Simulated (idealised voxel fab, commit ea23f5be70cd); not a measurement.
Presented below is a process module, voxel double patterning.
The width of the displayed cross-section, cut, is 295 nm; its cells are square, with a size of 5 nm.
Heads up, the way a cross-section reads in here is a grid of square cells, handed over as bands from the top down, with every band being one or more rows of cells. Heads up on the band format: heights come first, top then bottom, in nm. After that it's the materials left to right, each with its width in nm. A single material flagged "full width" fills the whole band edge to edge, and "air" means there's empty space there. Convention: height 0 is the level below which the wafer, as received, is all one material. The lowest band does not terminate at the bottom but continues downward, represented as "0 down". A two-number width, for instance "30..40", indicates that the width is equal to the first number in the top row of the band and to the second number in the bottom row, and that it changes by a constant amount per row of cells. Where the words "stayed the same" appear for a step, the cross-section shows no cell changed by that step; every cell remained as before. Empty spaces without an open route to the top, at least 8 cells in extent, make up the entry "Internal closed voids"; each is given as width x height at distance, where the distance is measured from the left edge, and all are in nm. If you see something after the settings on a step's line, that's the simulator's own remark about that step. overlay nm: where the mask lay relative to plan, measured to the right, on steps with a mask; negatives go left.
STEPS PLANNED FOR THE PROCESS
1) RECEIVE: material Si
2) CONFORMAL_DEP: material SiO2, thk nm 5
3) DIRECTIONAL_DEP: material W, thk nm 10
4) DIRECTIONAL_DEP: material SiCN, thk nm 10
5) DIRECTIONAL_DEP: material aC, thk nm 15
6) PATTERN: tone open, mask id FIRST, material resist, width nm 15, pitch nm 50, thk nm 35, overlay nm 0
7) DIRECTIONAL_ETCH: etch materials aC, depth nm 15
8) STRIP: etch materials resist
9) DIRECTIONAL_ETCH: etch materials SiCN, depth nm 10
10) STRIP: etch materials aC
11) MASKED_ETCH: tone open, mask id SECOND, width nm 15, etch materials SiCN, depth nm 10, overlay nm 0
12) DIRECTIONAL_ETCH: etch materials W, depth nm 10
13) STRIP: etch materials SiCN
FIRST OF TWO WAFERS - AS PLANNED
AS RECEIVED (POST STEP 1): CROSS-SECTION
  0 down | Si full width
  Internal closed voids: none
PRESENTED HERE IS A CROSS-SECTION OF THE WAFER AFTER STEP 2 HAS BEEN PERFORMED
  5 to 0 | SiO2 full width
  Unchanged below 0.
PRESENTED HERE IS A CROSS-SECTION OF THE WAFER AFTER STEP 3 HAS BEEN PERFORMED
  15 to 5 | W full width
  Unchanged below 5.
PRESENTED HERE IS A CROSS-SECTION OF THE WAFER AFTER STEP 4 HAS BEEN PERFORMED
  25 to 15 | SiCN full width
  Unchanged below 15.
PRESENTED HERE IS A CROSS-SECTION OF THE WAFER AFTER STEP 5 HAS BEEN PERFORMED
  40 to 25 | aC full width
  Unchanged below 25.
PRESENTED HERE IS A CROSS-SECTION OF THE WAFER AFTER STEP 6 HAS BEEN PERFORMED
  75 to 40 | resist: 115, then air: 15, then resist: 35, then air: 15, then resist: 115
  Unchanged below 40.
PRESENTED HERE IS A CROSS-SECTION OF THE WAFER AFTER STEP 7 HAS BEEN PERFORMED
  60 to 40 | resist: 115, then air: 15, then resist: 35, then air: 15, then resist: 115
  40 to 25 | aC: 115, then air: 15, then aC: 35, then air: 15, then aC: 115
  Unchanged below 25.
PRESENTED HERE IS A CROSS-SECTION OF THE WAFER AFTER STEP 8 HAS BEEN PERFORMED
  40 to 25 | aC: 115, then air: 15, then aC: 35, then air: 15, then aC: 115
  Unchanged below 25.
PRESENTED HERE IS A CROSS-SECTION OF THE WAFER AFTER STEP 9 HAS BEEN PERFORMED
  40 to 25 | aC: 115, then air: 15, then aC: 35, then air: 15, then aC: 115
  25 to 15 | SiCN: 115, then air: 15, then SiCN: 35, then air: 15, then SiCN: 115
  Unchanged below 15.
PRESENTED HERE IS A CROSS-SECTION OF THE WAFER AFTER STEP 10 HAS BEEN PERFORMED
  25 to 15 | SiCN: 115, then air: 15, then SiCN: 35, then air: 15, then SiCN: 115
  Unchanged below 15.
PRESENTED HERE IS A CROSS-SECTION OF THE WAFER AFTER STEP 11 HAS BEEN PERFORMED
  25 to 15 | SiCN: 115, then air: 15, then SiCN: 10, then air: 15, then SiCN: 10, then air: 15, then SiCN: 115
  Unchanged below 15.
PRESENTED HERE IS A CROSS-SECTION OF THE WAFER AFTER STEP 12 HAS BEEN PERFORMED
  25 to 15 | SiCN: 115, then air: 15, then SiCN: 10, then air: 15, then SiCN: 10, then air: 15, then SiCN: 115
  15 to 5 | W: 115, then air: 15, then W: 10, then air: 15, then W: 10, then air: 15, then W: 115
  Unchanged below 5.
PRESENTED HERE IS A CROSS-SECTION OF THE WAFER AFTER STEP 13 HAS BEEN PERFORMED
  15 to 5 | W: 115, then air: 15, then W: 10, then air: 15, then W: 10, then air: 15, then W: 115
  Unchanged below 5.
WAFER TWO OF TWO - SAME STARTING POINT, SAME PROCESS PLAN, ONE MISTAKE IN EXECUTION; MATCHES WAFER ONE UP TO AND INCLUDING STEP 5
THE SECOND WAFER CUT THROUGH, AT THE TIME STEP 6 WAS SUPPOSED TO BE FINISHED
  75 to 40 | air: 115, then resist: 15, then air: 35, then resist: 15, then air: 115
  Unchanged below 40.
THE SECOND WAFER CUT THROUGH, AT THE TIME STEP 7 WAS SUPPOSED TO BE FINISHED
  60 to 40 | air: 115, then resist: 15, then air: 35, then resist: 15, then air: 115
  40 to 25 | air: 115, then aC: 15, then air: 35, then aC: 15, then air: 115
  Unchanged below 25.
THE SECOND WAFER CUT THROUGH, AT THE TIME STEP 8 WAS SUPPOSED TO BE FINISHED
  40 to 25 | air: 115, then aC: 15, then air: 35, then aC: 15, then air: 115
  Unchanged below 25.
THE SECOND WAFER CUT THROUGH, AT THE TIME STEP 9 WAS SUPPOSED TO BE FINISHED
  40 to 25 | air: 115, then aC: 15, then air: 35, then aC: 15, then air: 115
  25 to 15 | air: 115, then SiCN: 15, then air: 35, then SiCN: 15, then air: 115
  Unchanged below 15.
THE SECOND WAFER CUT THROUGH, AT THE TIME STEP 10 WAS SUPPOSED TO BE FINISHED
  25 to 15 | air: 115, then SiCN: 15, then air: 35, then SiCN: 15, then air: 115
  Unchanged below 15.
The second wafer cut through, at the time step 11 was supposed to be finished: stayed the same
THE SECOND WAFER CUT THROUGH, AT THE TIME STEP 12 WAS SUPPOSED TO BE FINISHED
  25 to 15 | air: 115, then SiCN: 15, then air: 35, then SiCN: 15, then air: 115
  15 to 5 | air: 115, then W: 15, then air: 35, then W: 15, then air: 115
  Unchanged below 5.
THE SECOND WAFER CUT THROUGH, AT THE TIME STEP 13 WAS SUPPOSED TO BE FINISHED
  15 to 5 | air: 115, then W: 15, then air: 35, then W: 15, then air: 115
  Unchanged below 5.
Against the plan, the run slipped here: not per plan at step 6, really ran PATTERN: tone cover, mask id FIRST, material resist, width nm 15, pitch nm 50, thk nm 35, overlay nm 0
Cell-count delta at end, second wafer over first, by material: W -88
